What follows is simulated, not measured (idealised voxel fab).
The process module presented herein is designated voxel self aligned contacts.
The cross-section on display is named cut; it measures 245 nm wide, and its cells are 5 nm squares.
Cross-section spec: square-cell grid; bands listed top down; each band is one or more rows. Look at the band entry: it leads with the top's height and the bottom's height in nm. Then it lists the materials left to right, with a width in nm for each. The word "edge to edge" on a single material says that material fills the band edge to edge. The word "blank" is empty space. For the purposes of this specification, 0 denotes the height below which the wafer in its as-received condition is composed wholly of one material, and the lowermost band, lacking a lower limit, extends downward without end, as expressed in "0 nm and below". A width given as "30..40" starts at the first number in the band's top row and ends at the second number in its bottom row, shifting by an equal amount at every step from row to row. "no modification" -> step changed no cross-section cell. Reported under the label "Closed internal cavities" are the empty spaces having no open way to the top and comprising 8 cells or more; the notation for each is width x height at distance, in which the distance is measured from the left edge and all three values are in nm. The remark found on a step's line after its settings is issued by the simulator itself and pertains to that step. On any step carrying a mask, the "overlay nm" setting, if present on the step's line, tells how far right of its planned place the mask lay; negative values point to the left.

Planned step list for the process
| 1 | RECEIVE | material Si |
| 2 | CONFORMAL_DEP | material SiO2 | thk nm 5 |
| 3 | DIRECTIONAL_DEP | material polySi | thk nm 20 |
| 4 | DIRECTIONAL_DEP | material SiN | thk nm 25 |
| 5 | DIRECTIONAL_DEP | material aC | thk nm 10 |
| 6 | PATTERN | tone cover | mask id GATE | material resist | width nm 25 | pitch nm 70 | thk nm 30 | overlay nm 0 |
| 7 | DIRECTIONAL_ETCH | etch materials aC | depth nm 10 |
| 8 | STRIP | etch materials resist |
| 9 | DIRECTIONAL_ETCH | etch materials SiN | depth nm 25 |
| 10 | DIRECTIONAL_ETCH | etch materials polySi | depth nm 20 |
| 11 | STRIP | etch materials aC |
| 12 | CONFORMAL_DEP | material SiN | thk nm 10 |
| 13 | DIRECTIONAL_ETCH | etch materials SiN | depth nm 10 |
| 14 | FILL_DEP | material SiO2 | thk nm 10 |
| 15 | CMP | height nm 55 |
| 16 | MASKED_ETCH | tone open | mask id CONTACT | width nm 55 | pitch nm 70 | etch materials SiO2 | depth nm 55 | overlay nm 0 |
| 17 | CONFORMAL_DEP | material TiN | thk nm 5 |
| 18 | FILL_DEP | material W | thk nm 5 |
| 19 | CMP | height nm 55 |
| 20 | CONFORMAL_DEP | material SiCN | thk nm 5 |

Run as planned: first of two wafers

Wafer cross-section on receipt, i.e. after step 1
> 0 nm and below = Si edge to edge
> Closed internal cavities: none

You're looking at a cross-section of the wafer after step 2
> 5 nm to 0 nm = SiO2 edge to edge
> Rest of section, below 0: as before.

You're looking at a cross-section of the wafer after step 3
> 25 nm to 5 nm = polySi edge to edge
> Rest of section, below 5: as before.

You're looking at a cross-section of the wafer after step 4
> 50 nm to 25 nm = SiN edge to edge
> Rest of section, below 25: as before.

You're looking at a cross-section of the wafer after step 5
> 60 nm to 50 nm = aC edge to edge
> Rest of section, below 50: as before.

You're looking at a cross-section of the wafer after step 6
> 90 nm to 60 nm = blank 40, then resist 25, then blank 45, then resist 25, then blank 45, then resist 25, then blank 40
> Rest of section, below 60: as before.

You're looking at a cross-section of the wafer after step 7
> 80 nm to 60 nm = blank 40, then resist 25, then blank 45, then resist 25, then blank 45, then resist 25, then blank 40
> 60 nm to 50 nm = blank 40, then aC 25, then blank 45, then aC 25, then blank 45, then aC 25, then blank 40
> Rest of section, below 50: as before.

You're looking at a cross-section of the wafer after step 8
> 60 nm to 50 nm = blank 40, then aC 25, then blank 45, then aC 25, then blank 45, then aC 25, then blank 40
> Rest of section, below 50: as before.

You're looking at a cross-section of the wafer after step 9
> 60 nm to 50 nm = blank 40, then aC 25, then blank 45, then aC 25, then blank 45, then aC 25, then blank 40
> 50 nm to 25 nm = blank 40, then SiN 25, then blank 45, then SiN 25, then blank 45, then SiN 25, then blank 40
> Rest of section, below 25: as before.

You're looking at a cross-section of the wafer after step 10
> 60 nm to 50 nm = blank 40, then aC 25, then blank 45, then aC 25, then blank 45, then aC 25, then blank 40
> 50 nm to 25 nm = blank 40, then SiN 25, then blank 45, then SiN 25, then blank 45, then SiN 25, then blank 40
> 25 nm to 5 nm = blank 40, then polySi 25, then blank 45, then polySi 25, then blank 45, then polySi 25, then blank 40
> Rest of section, below 5: as before.

You're looking at a cross-section of the wafer after step 11
> 50 nm to 25 nm = blank 40, then SiN 25, then blank 45, then SiN 25, then blank 45, then SiN 25, then blank 40
> Rest of section, below 25: as before.

You're looking at a cross-section of the wafer after step 12
> 60 nm to 25 nm = blank 30, then SiN 45, then blank 25, then SiN 45, then blank 25, then SiN 45, then blank 30
> 25 nm to 15 nm = blank 30, then SiN 10, then polySi 25, then SiN 10, then blank 25, then SiN 10, then polySi 25, then SiN 10, then blank 25, then SiN 10, then polySi 25, then SiN 10, then blank 30
> 15 nm to 5 nm = SiN 40, then polySi 25, then SiN 45, then polySi 25, then SiN 45, then polySi 25, then SiN 40
> Rest of section, below 5: as before.

You're looking at a cross-section of the wafer after step 13
> 50 nm to 25 nm = blank 30, then SiN 45, then blank 25, then SiN 45, then blank 25, then SiN 45, then blank 30
> 25 nm to 5 nm = blank 30, then SiN 10, then polySi 25, then SiN 10, then blank 25, then SiN 10, then polySi 25, then SiN 10, then blank 25, then SiN 10, then polySi 25, then SiN 10, then blank 30
> Rest of section, below 5: as before.

You're looking at a cross-section of the wafer after step 14
> 60 nm to 50 nm = SiO2 edge to edge
> 50 nm to 25 nm = SiO2 30, then SiN 45, then SiO2 25, then SiN 45, then SiO2 25, then SiN 45, then SiO2 30
> 25 nm to 5 nm = SiO2 30, then SiN 10, then polySi 25, then SiN 10, then SiO2 25, then SiN 10, then polySi 25, then SiN 10, then SiO2 25, then SiN 10, then polySi 25, then SiN 10, then SiO2 30
> Rest of section, below 5: as before.

You're looking at a cross-section of the wafer after step 15
> 55 nm to 50 nm = SiO2 edge to edge
> Rest of section, below 50: as before.

You're looking at a cross-section of the wafer after step 16
> 55 nm to 50 nm = SiO2 60, then blank 55, then SiO2 15, then blank 55, then SiO2 60
> 50 nm to 25 nm = SiO2 30, then SiN 45, then blank 25, then SiN 45, then blank 25, then SiN 45, then SiO2 30
> 25 nm to 5 nm = SiO2 30, then SiN 10, then polySi 25, then SiN 10, then blank 25, then SiN 10, then polySi 25, then SiN 10, then blank 25, then SiN 10, then polySi 25, then SiN 10, then SiO2 30
> 5 nm to 0 nm = SiO2 75, then blank 25, then SiO2 45, then blank 25, then SiO2 75
> Rest of section, below 0: as before.

You're looking at a cross-section of the wafer after step 17
> 60 nm to 55 nm = TiN 65, then blank 45, then TiN 25, then blank 45, then TiN 65
> 55 nm to 50 nm = SiO2 60, then TiN 20, then blank 15, then TiN 20, then SiO2 15, then TiN 20, then blank 15, then TiN 20, then SiO2 60
> 50 nm to 25 nm = SiO2 30, then SiN 45, then TiN 5, then blank 15, then TiN 5, then SiN 45, then TiN 5, then blank 15, then TiN 5, then SiN 45, then SiO2 30
> 25 nm to 5 nm = SiO2 30, then SiN 10, then polySi 25, then SiN 10, then TiN 5, then blank 15, then TiN 5, then SiN 10, then polySi 25, then SiN 10, then TiN 5, then blank 15, then TiN 5, then SiN 10, then polySi 25, then SiN 10, then SiO2 30
> 5 nm to 0 nm = SiO2 75, then TiN 25, then SiO2 45, then TiN 25, then SiO2 75
> Rest of section, below 0: as before.

You're looking at a cross-section of the wafer after step 18
> 65 nm to 60 nm = W edge to edge
> 60 nm to 55 nm = TiN 65, then W 45, then TiN 25, then W 45, then TiN 65
> 55 nm to 50 nm = SiO2 60, then TiN 20, then W 15, then TiN 20, then SiO2 15, then TiN 20, then W 15, then TiN 20, then SiO2 60
> 50 nm to 25 nm = SiO2 30, then SiN 45, then TiN 5, then W 15, then TiN 5, then SiN 45, then TiN 5, then W 15, then TiN 5, then SiN 45, then SiO2 30
> 25 nm to 5 nm = SiO2 30, then SiN 10, then polySi 25, then SiN 10, then TiN 5, then W 15, then TiN 5, then SiN 10, then polySi 25, then SiN 10, then TiN 5, then W 15, then TiN 5, then SiN 10, then polySi 25, then SiN 10, then SiO2 30
> Rest of section, below 5: as before.

You're looking at a cross-section of the wafer after step 19
> 55 nm to 50 nm = SiO2 60, then TiN 20, then W 15, then TiN 20, then SiO2 15, then TiN 20, then W 15, then TiN 20, then SiO2 60
> Rest of section, below 50: as before.

You're looking at a cross-section of the wafer after step 20
> 60 nm to 55 nm = SiCN edge to edge
> Rest of section, below 55: as before.

It is to be noted that the second wafer proceeded from the same initial state and according to the same plan as the first, although one mistake was committed in its execution; through step 5, inclusive, the two wafers share an identical history

Look at the second wafer in cross-section at the time step 6 ought to have finished
> 90 nm to 60 nm = blank 45, then resist 20, then blank 50, then resist 20, then blank 50, then resist 20, then blank 40
> Rest of section, below 60: as before.

Look at the second wafer in cross-section at the time step 7 ought to have finished
> 80 nm to 60 nm = blank 45, then resist 20, then blank 50, then resist 20, then blank 50, then resist 20, then blank 40
> 60 nm to 50 nm = blank 45, then aC 20, then blank 50, then aC 20, then blank 50, then aC 20, then blank 40
> Rest of section, below 50: as before.

Look at the second wafer in cross-section at the time step 8 ought to have finished
> 60 nm to 50 nm = blank 45, then aC 20, then blank 50, then aC 20, then blank 50, then aC 20, then blank 40
> Rest of section, below 50: as before.

Look at the second wafer in cross-section at the time step 9 ought to have finished
> 60 nm to 50 nm = blank 45, then aC 20, then blank 50, then aC 20, then blank 50, then aC 20, then blank 40
> 50 nm to 25 nm = blank 45, then SiN 20, then blank 50, then SiN 20, then blank 50, then SiN 20, then blank 40
> Rest of section, below 25: as before.

Look at the second wafer in cross-section at the time step 10 ought to have finished
> 60 nm to 50 nm = blank 45, then aC 20, then blank 50, then aC 20, then blank 50, then aC 20, then blank 40
> 50 nm to 25 nm = blank 45, then SiN 20, then blank 50, then SiN 20, then blank 50, then SiN 20, then blank 40
> 25 nm to 5 nm = blank 45, then polySi 20, then blank 50, then polySi 20, then blank 50, then polySi 20, then blank 40
> Rest of section, below 5: as before.

Look at the second wafer in cross-section at the time step 11 ought to have finished
> 50 nm to 25 nm = blank 45, then SiN 20, then blank 50, then SiN 20, then blank 50, then SiN 20, then blank 40
> Rest of section, below 25: as before.

Look at the second wafer in cross-section at the time step 12 ought to have finished
> 60 nm to 25 nm = blank 35, then SiN 40, then blank 30, then SiN 40, then blank 30, then SiN 40, then blank 30
> 25 nm to 15 nm = blank 35, then SiN 10, then polySi 20, then SiN 10, then blank 30, then SiN 10, then polySi 20, then SiN 10, then blank 30, then SiN 10, then polySi 20, then SiN 10, then blank 30
> 15 nm to 5 nm = SiN 45, then polySi 20, then SiN 50, then polySi 20, then SiN 50, then polySi 20, then SiN 40
> Rest of section, below 5: as before.

Look at the second wafer in cross-section at the time step 13 ought to have finished
> 50 nm to 25 nm = blank 35, then SiN 40, then blank 30, then SiN 40, then blank 30, then SiN 40, then blank 30
> 25 nm to 5 nm = blank 35, then SiN 10, then polySi 20, then SiN 10, then blank 30, then SiN 10, then polySi 20, then SiN 10, then blank 30, then SiN 10, then polySi 20, then SiN 10, then blank 30
> Rest of section, below 5: as before.

Look at the second wafer in cross-section at the time step 14 ought to have finished
> 60 nm to 50 nm = SiO2 edge to edge
> 50 nm to 25 nm = SiO2 35, then SiN 40, then SiO2 30, then SiN 40, then SiO2 30, then SiN 40, then SiO2 30
> 25 nm to 5 nm = SiO2 35, then SiN 10, then polySi 20, then SiN 10, then SiO2 30, then SiN 10, then polySi 20, then SiN 10, then SiO2 30, then SiN 10, then polySi 20, then SiN 10, then SiO2 30
> Rest of section, below 5: as before.

Look at the second wafer in cross-section at the time step 15 ought to have finished
> 55 nm to 50 nm = SiO2 edge to edge
> Rest of section, below 50: as before.

Look at the second wafer in cross-section at the time step 16 ought to have finished
> 55 nm to 50 nm = SiO2 60, then blank 55, then SiO2 15, then blank 55, then SiO2 60
> 50 nm to 25 nm = SiO2 35, then SiN 40, then blank 30, then SiN 40, then blank 30, then SiN 40, then SiO2 30
> 25 nm to 5 nm = SiO2 35, then SiN 10, then polySi 20, then SiN 10, then blank 30, then SiN 10, then polySi 20, then SiN 10, then blank 30, then SiN 10, then polySi 20, then SiN 10, then SiO2 30
> 5 nm to 0 nm = SiO2 75, then blank 30, then SiO2 40, then blank 30, then SiO2 70
> Rest of section, below 0: as before.

Look at the second wafer in cross-section at the time step 17 ought to have finished
> 60 nm to 55 nm = TiN 65, then blank 45, then TiN 25, then blank 45, then TiN 65
> 55 nm to 50 nm = SiO2 60, then TiN 20, then blank 20, then TiN 15, then SiO2 15, then TiN 20, then blank 20, then TiN 15, then SiO2 60
> 50 nm to 25 nm = SiO2 35, then SiN 40, then TiN 5, then blank 20, then TiN 5, then SiN 40, then TiN 5, then blank 20, then TiN 5, then SiN 40, then SiO2 30
> 25 nm to 5 nm = SiO2 35, then SiN 10, then polySi 20, then SiN 10, then TiN 5, then blank 20, then TiN 5, then SiN 10, then polySi 20, then SiN 10, then TiN 5, then blank 20, then TiN 5, then SiN 10, then polySi 20, then SiN 10, then SiO2 30
> 5 nm to 0 nm = SiO2 75, then TiN 30, then SiO2 40, then TiN 30, then SiO2 70
> Rest of section, below 0: as before.

Look at the second wafer in cross-section at the time step 18 ought to have finished
> 65 nm to 60 nm = W edge to edge
> 60 nm to 55 nm = TiN 65, then W 45, then TiN 25, then W 45, then TiN 65
> 55 nm to 50 nm = SiO2 60, then TiN 20, then W 20, then TiN 15, then SiO2 15, then TiN 20, then W 20, then TiN 15, then SiO2 60
> 50 nm to 25 nm = SiO2 35, then SiN 40, then TiN 5, then W 20, then TiN 5, then SiN 40, then TiN 5, then W 20, then TiN 5, then SiN 40, then SiO2 30
> 25 nm to 5 nm = SiO2 35, then SiN 10, then polySi 20, then SiN 10, then TiN 5, then W 20, then TiN 5, then SiN 10, then polySi 20, then SiN 10, then TiN 5, then W 20, then TiN 5, then SiN 10, then polySi 20, then SiN 10, then SiO2 30
> Rest of section, below 5: as before.

Look at the second wafer in cross-section at the time step 19 ought to have finished
> 55 nm to 50 nm = SiO2 60, then TiN 20, then W 20, then TiN 15, then SiO2 15, then TiN 20, then W 20, then TiN 15, then SiO2 60
> Rest of section, below 50: as before.

Look at the second wafer in cross-section at the time step 20 ought to have finished
> 60 nm to 55 nm = SiCN edge to edge
> Rest of section, below 55: as before.
Finding, execution versus plan: it should be noted that step 6 was executed with settings other than those planned, the operation and settings actually applied being PATTERN | tone cover | mask id GATE | material resist | width nm 20 | pitch nm 70 | thk nm 30 | overlay nm 0
Once processing is complete, comparing cell counts shows that the second wafer has more or fewer of certain materials than the first: 15 fewer of SiN; 7 more of SiO2; 20 more of W; 12 fewer of polySi
